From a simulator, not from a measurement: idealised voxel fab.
The process module that follows is named voxel plated lines.
Xsec cut, 270 nm wide, square cell size 5 nm.
A cross-section is written here as square cells arranged in a grid, and it is given in bands from the top down, each band taking up one or more rows of cells.
The band entry comprises the height of the band's top followed by the height of its bottom, expressed in nm, and subsequently the band's materials from left to right, each stated together with its width in nm. Where a single material is marked with the word "full width", that material fills the band from edge to edge. The word "empty" represents empty space.
Basically, 0 is our baseline, since under it the wafer straight out of the box is all one material. The bottom band has no lower end and keeps on going down, so it looks like "0 -> down".
The width entry "30..40" should be interpreted row by row: the top row of cells in the band takes the first number, the bottom row takes the second number, and the change between adjacent rows is uniform throughout.
Key: "all unchanged" - step with no changed cell in the cross-section.
Listed in "Closed void list": every empty space of 8 or more cells without an open way to the top. Form: width x height at distance, the distance being from the left edge, all in nm.
What comes after the settings on a step's line is commentary from the simulator itself on that step.
overlay nm: mask offset rightward from planned place, masked step; negative means leftward offset.

[Listed below are the process steps as planned]
1 RECEIVE with material Si
2 CONFORMAL_DEP with material Al2O3, thk nm 15
3 DIRECTIONAL_DEP with material TiN, thk nm 5
4 PATTERN with tone open, mask id LINES, material resist, width nm 15, pitch nm 35, thk nm 30, overlay nm 0
5 EPI with material Ru, thk nm 10
6 EPI with material Ru, thk nm 5
7 STRIP with etch materials resist
8 DIRECTIONAL_ETCH with etch materials TiN, depth nm 5
9 CONFORMAL_DEP with material SiO2, thk nm 5

[Below: the first of two wafers, run as planned]

[Cross-section: wafer on arrival = after step 1]
	0 -> down  Si full width
	Closed void list: none

[Take a look at the wafer's cross-section after step 2]
	15 -> 0  Al2O3 full width
	below 0: unchanged

[Take a look at the wafer's cross-section after step 3]
	20 -> 15  TiN full width
	below 15: unchanged

[Take a look at the wafer's cross-section after step 4]
	50 -> 20  110 of resist; 15 of empty; 20 of resist; 15 of empty; 110 of resist
	below 20: unchanged

[Take a look at the wafer's cross-section after step 5]
	50 -> 30  110 of resist; 15 of empty; 20 of resist; 15 of empty; 110 of resist
	30 -> 20  110 of resist; 15 of Ru; 20 of resist; 15 of Ru; 110 of resist
	below 20: unchanged

[Take a look at the wafer's cross-section after step 6]
	50 -> 35  110 of resist; 15 of empty; 20 of resist; 15 of empty; 110 of resist
	35 -> 20  110 of resist; 15 of Ru; 20 of resist; 15 of Ru; 110 of resist
	below 20: unchanged

[Take a look at the wafer's cross-section after step 7]
	35 -> 20  110 of empty; 15 of Ru; 20 of empty; 15 of Ru; 110 of empty
	below 20: unchanged

[Take a look at the wafer's cross-section after step 8]
	35 -> 20  110 of empty; 15 of Ru; 20 of empty; 15 of Ru; 110 of empty
	20 -> 15  110 of empty; 15 of TiN; 20 of empty; 15 of TiN; 110 of empty
	below 15: unchanged

[Take a look at the wafer's cross-section after step 9]
	40 -> 35  105 of empty; 25 of SiO2; 10 of empty; 25 of SiO2; 105 of empty
	35 -> 20  105 of empty; 5 of SiO2; 15 of Ru; 5 of SiO2; 10 of empty; 5 of SiO2; 15 of Ru; 5 of SiO2; 105 of empty
	20 -> 15  110 of SiO2; 15 of TiN; 20 of SiO2; 15 of TiN; 110 of SiO2
	below 15: unchanged

[Here the second wafer is described. Its start and its plan were those of the first wafer. Its run contained one mistake. Up to and including step 4, it did exactly what the first wafer did]

[The second wafer in cross-section, at the planned close of step 5]
	50 -> 40  110 of resist; 15 of empty; 20 of resist; 15 of empty; 110 of resist
	40 -> 20  110 of resist; 15 of Ru; 20 of resist; 15 of Ru; 110 of resist
	below 20: unchanged

[The second wafer in cross-section, at the planned close of step 6]
	50 -> 45  110 of resist; 15 of empty; 20 of resist; 15 of empty; 110 of resist
	45 -> 20  110 of resist; 15 of Ru; 20 of resist; 15 of Ru; 110 of resist
	below 20: unchanged

[The second wafer in cross-section, at the planned close of step 7]
	45 -> 20  110 of empty; 15 of Ru; 20 of empty; 15 of Ru; 110 of empty
	below 20: unchanged

[The second wafer in cross-section, at the planned close of step 8]
	45 -> 20  110 of empty; 15 of Ru; 20 of empty; 15 of Ru; 110 of empty
	20 -> 15  110 of empty; 15 of TiN; 20 of empty; 15 of TiN; 110 of empty
	below 15: unchanged

[The second wafer in cross-section, at the planned close of step 9]
	50 -> 45  105 of empty; 25 of SiO2; 10 of empty; 25 of SiO2; 105 of empty
	45 -> 20  105 of empty; 5 of SiO2; 15 of Ru; 5 of SiO2; 10 of empty; 5 of SiO2; 15 of Ru; 5 of SiO2; 105 of empty
	20 -> 15  110 of SiO2; 15 of TiN; 20 of SiO2; 15 of TiN; 110 of SiO2
	below 15: unchanged
What broke from the plan during processing? it should be noted that step 5 of the plan was executed twice
Count the cells at the end and the second wafer has more or fewer of some materials than the first: 12 more of Ru, 8 more of SiO2
